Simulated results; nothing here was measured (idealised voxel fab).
Presented below is a process module, voxel capacitor over wiring.
210 nm wide, 5 nm square cells: that's cross-section cut.
Cross-section, as written here: a square-cell grid given band by band from the top down, where a band holds one or more rows of cells.
Band: top and bottom heights (nm) first, top before bottom; then materials from left to right, widths in nm. "everywhere" marks a sole material filling the band edge to edge. "air" denotes empty space.
Height reference: 0 = level under which incoming wafer is all one material. Lowest band: no bottom, runs on downward, e.g. "0..down".
Note: "30 to 40" means the width goes from the first number (top row of the band) to the second number (bottom row) in equal steps per row of cells.
Where a step carries "nothing altered", the cross-section came out of it unchanged, cell for cell.
Entry "Closed void list" = empty spaces >= 8 cells with no open way to the top; each as width x height at distance, distance from left edge, all nm.
The remark found on a step's line after its settings is issued by the simulator itself and pertains to that step.
On any step carrying a mask, the "overlay nm" setting, if present on the step's line, tells how far right of its planned place the mask lay; negative values point to the left.
Below is the list of planned process steps:
step 1: RECEIVE,material Si
step 2: CONFORMAL_DEP,material SiO2,thk nm 15
step 3: CONFORMAL_DEP,material SiN,thk nm 5
step 4: DIRECTIONAL_DEP,material lowk,thk nm 15
step 5: PATTERN,tone open,mask id METAL_1,material resist,width nm 20,pitch nm 75,thk nm 20,overlay nm 0
step 6: DIRECTIONAL_ETCH,etch materials lowk,depth nm 15
step 7: DIRECTIONAL_ETCH,etch materials SiN,depth nm 5
step 8: STRIP,etch materials resist
step 9: CONFORMAL_DEP,material TiN,thk nm 5
step 10: FILL_DEP,material Ru,thk nm 10
step 11: CMP,height nm 35
step 12: EPI,material Ru,thk nm 5
step 13: FILL_DEP,material SiCN,thk nm 5
step 14: DIRECTIONAL_DEP,material lowk,thk nm 10
step 15: MASKED_ETCH,tone open,mask id PLUG_1,width nm 15,etch materials lowk,depth nm 10,overlay nm 0
step 16: MASKED_ETCH,tone open,mask id PLUG_1,width nm 15,etch materials SiCN,depth nm 5,overlay nm 0
step 17: EPI,material Ru,thk nm 10
step 18: EPI,material Ru,thk nm 5
step 19: DIRECTIONAL_DEP,material TiN,thk nm 5
step 20: DIRECTIONAL_DEP,material Al2O3,thk nm 5
step 21: DIRECTIONAL_DEP,material TiN,thk nm 5
step 22: DIRECTIONAL_DEP,material aC,thk nm 15
step 23: PATTERN,tone cover,mask id UPPER_PLATE,material resist,width nm 60,thk nm 35,overlay nm 0
step 24: DIRECTIONAL_ETCH,etch materials aC,depth nm 15
step 25: STRIP,etch materials resist
step 26: DIRECTIONAL_ETCH,etch materials TiN,depth nm 5
step 27: DIRECTIONAL_ETCH,etch materials Al2O3,depth nm 5
step 28: STRIP,etch materials aC
step 29: MASKED_ETCH,tone cover,mask id LOWER_PLATE,width nm 70,etch materials TiN,depth nm 5,overlay nm 0
step 30: FILL_DEP,material SiO2,thk nm 20
step 31: CMP,height nm 85
step 32: PATTERN,tone open,mask id PLUG_2,material resist,width nm 15,thk nm 20,overlay nm 0
step 33: DIRECTIONAL_ETCH,etch materials SiO2,depth nm 15
step 34: STRIP,etch materials resist
step 35: CONFORMAL_DEP,material TiN,thk nm 5
step 36: FILL_DEP,material Cu,thk nm 10
step 37: CMP,height nm 85
step 38: CONFORMAL_DEP,material SiCN,thk nm 5
Cross-section of the wafer as it came to us, i.e., already through step 1:
* 0..down | Si everywhere
* Closed void list: none
Starting structure and process plan are as shown above, but one mistake was made in running the module; the wafer cross-section at the end of the module follows:
* 90..85 | SiCN everywhere
* 85..75 | 70 of SiO2; 5 of TiN; 5 of Cu; 5 of TiN; 125 of SiO2
* 75..65 | 70 to 60 of SiO2; 15 to 60 of TiN; 125 to 90 of SiO2
* 65..60 | 60 of SiO2; 60 of Al2O3; 90 of SiO2
* 60..55 | 55 of SiO2; 70 of TiN; 85 of SiO2
* 55..45 | 60 of lowk; 15 of Ru; 135 of lowk
* 45..40 | 60 of SiCN; 15 of Ru; 135 of SiCN
* 40..35 | 50 of SiCN; 30 of Ru; 45 of SiCN; 30 of Ru; 55 of SiCN
* 35..30 | 55 of SiN; 20 of TiN; 55 of SiN; 20 of TiN; 60 of SiN
* 30..0 | SiO2 everywhere
* 0..down | Si everywhere
* Closed void list: none
Misprocessing identified: step 2 of the plan was carried out twice
